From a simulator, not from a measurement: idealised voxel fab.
You're looking at the process module voxel ribs on slabs.
The cross-section shown here is cut; it is 265 nm wide and divided into square cells measuring 5 nm on a side.
Each cross-section below is a grid of square cells, stated as bands in top-down order, with one or more rows of cells making up each band. This entry defines a band. It first specifies the height of the band's top and the height of its bottom in nm, and then specifies the band's materials from left to right, stating each material with its width in nm. The word "everywhere" identifies a single material that fills the band from edge to edge, while the word "air" identifies empty space. All heights in this document are referenced to 0, defined as the level beneath which the wafer, as received, consists entirely of one material. The lowest band is not bounded below; it extends indefinitely downward and is written in the form "0..down". The notation "30->40" denotes a width that varies across the rows of cells in the band, beginning at the first number in the top row, finishing at the second number in the bottom row, and changing by an identical amount from each row to the next. No cell of the cross-section changed in a step that is given as "stayed the same". This entry, "Closed void entries", enumerates those empty regions of no fewer than 8 cells that possess no open connection to the top. Each region is reported in the form width x height at distance, the distance being taken from the left edge, with all three quantities expressed in nm. Where a step's line continues beyond its settings, the continuation is a remark by the simulator itself on that step. overlay nm: right-of-plan distance of the mask on a masked step; negative values mean left-of-plan.

Steps in the process plan:
| 1 | RECEIVE | material Si |
| 2 | DIRECTIONAL_DEP | material SiO2 | thk nm 30 |
| 3 | DIRECTIONAL_DEP | material SiN | thk nm 15 |
| 4 | PATTERN | tone cover | mask id RIB | material resist | width nm 20 | thk nm 20 | overlay nm 0 |
| 5 | DIRECTIONAL_ETCH | etch materials SiN | depth nm 10 |
| 6 | STRIP | etch materials resist |
| 7 | PATTERN | tone cover | mask id SLAB | material resist | width nm 80 | thk nm 20 | overlay nm 0 |
| 8 | DIRECTIONAL_ETCH | etch materials SiN | depth nm 5 |
| 9 | STRIP | etch materials resist |
| 10 | FILL_DEP | material SiO2 | thk nm 20 |
| 11 | CMP | height nm 55 |
| 12 | DIRECTIONAL_DEP | material W | thk nm 5 |
| 13 | DIRECTIONAL_DEP | material aC | thk nm 15 |
| 14 | PATTERN | tone cover | mask id HEATER | material resist | width nm 30 | thk nm 30 | overlay nm 0 |
| 15 | DIRECTIONAL_ETCH | etch materials aC | depth nm 15 |
| 16 | STRIP | etch materials resist |
| 17 | DIRECTIONAL_ETCH | etch materials W | depth nm 5 |
| 18 | STRIP | etch materials aC |
| 19 | CONFORMAL_DEP | material SiO2 | thk nm 10 |

As-received wafer cross-section (after step 1):
0..down | Si everywhere
Closed void entries: none

End state of the module in cross-section, given the above starting point and plan and one mistake in execution:
70..65 | 105 nm air | 50 nm SiO2 | 110 nm air
65..60 | SiO2 everywhere
60..55 | 115 nm SiO2 | 30 nm W | 120 nm SiO2
55..45 | SiO2 everywhere
45..35 | 120 nm SiO2 | 20 nm SiN | 125 nm SiO2
35..30 | 90 nm SiO2 | 80 nm SiN | 95 nm SiO2
30..0 | aC everywhere
0..down | Si everywhere
Closed void entries: none
Short version of what went wrong: contrary to plan, step 2 was performed as DIRECTIONAL_DEP | material aC | thk nm 30
